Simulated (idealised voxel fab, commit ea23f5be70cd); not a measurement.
A process module follows: voxel air gaps.
Xsec cut, 240 nm wide, square cell size 5 nm.
Think of the cross-section as a grid of square cells. We describe it in bands, top to bottom, and each band covers one or more rows of those cells. Each band's line starts with the height of the band's top and of its bottom, in nm. Then come its materials from left to right, each with its width in nm. One material with "throughout" fills the band from edge to edge. "empty" is empty space. Counting heights begins at 0, where everything beneath is, in the wafer as received, one material. The lowest band has no bottom; it goes on downwards, as "0 down" shows. A two-number width, for instance "30->40", indicates that the width is equal to the first number in the top row of the band and to the second number in the bottom row, and that it changes by a constant amount per row of cells. It should be understood that the words "all unchanged", when stated for a given step, signify that the cross-section underwent no change in any of its cells during that step. In the "Trapped cavities" entry, you get each enclosed empty space of 8 cells or more, one with no open way to the top, written width x height at distance, distance from the left edge, in nm. Anything after a step's settings on that line? It's the simulator's own note about the step. For masked steps, "overlay nm" on the step line gives how far right of plan the mask actually lay; a minus sign means it lay to the left.
-- Listed below are the process steps as planned
1 RECEIVE: material Si
2 CONFORMAL_DEP: material SiO2, thk nm 15
3 CONFORMAL_DEP: material SiN, thk nm 5
4 DIRECTIONAL_DEP: material SiO2, thk nm 30
5 MASKED_ETCH: tone open, mask id LINES, width nm 25, pitch nm 55, etch materials SiO2, depth nm 30, overlay nm 0
6 CONFORMAL_DEP: material TiN, thk nm 5
7 FILL_DEP: material W, thk nm 5
8 CMP: height nm 50
9 EPI: material Ru, thk nm 10
10 SELECTIVE_ETCH: etch materials SiO2, depth nm 40
11 CONFORMAL_DEP: material SiN, thk nm 5
-- Cross-section of the incoming wafer, state after step 1
* 0 down = Si throughout
* Trapped cavities: none
-- Cross-sectional result after module completion. Note: starting condition and plan are unchanged from above; one processing mistake was made
* 65 to 60 = empty (35), SiN (165), empty (40)
* 60 to 50 = empty (35), SiN (5), Ru (45), SiN (10), Ru (45), SiN (10), Ru (45), SiN (5), empty (40)
* 50 to 45 = empty (35), SiN (15), TiN (5), W (15), TiN (5), SiN (30), TiN (5), W (15), TiN (5), SiN (30), TiN (5), W (15), TiN (5), SiN (15), empty (40)
* 45 to 40 = empty (45), SiN (5), TiN (5), W (15), TiN (5), SiN (5), empty (20), SiN (5), TiN (5), W (15), TiN (5), SiN (5), empty (20), SiN (5), TiN (5), W (15), TiN (5), SiN (5), empty (50)
* 40 to 35 = SiN (50), TiN (25), SiN (30), TiN (25), SiN (30), TiN (25), SiN (55)
* 35 to 30 = SiN throughout
* 30 to 0 = SiO2 throughout
* 0 down = Si throughout
* Trapped cavities: none
Misprocessing identified: plan step 2 was twice executed
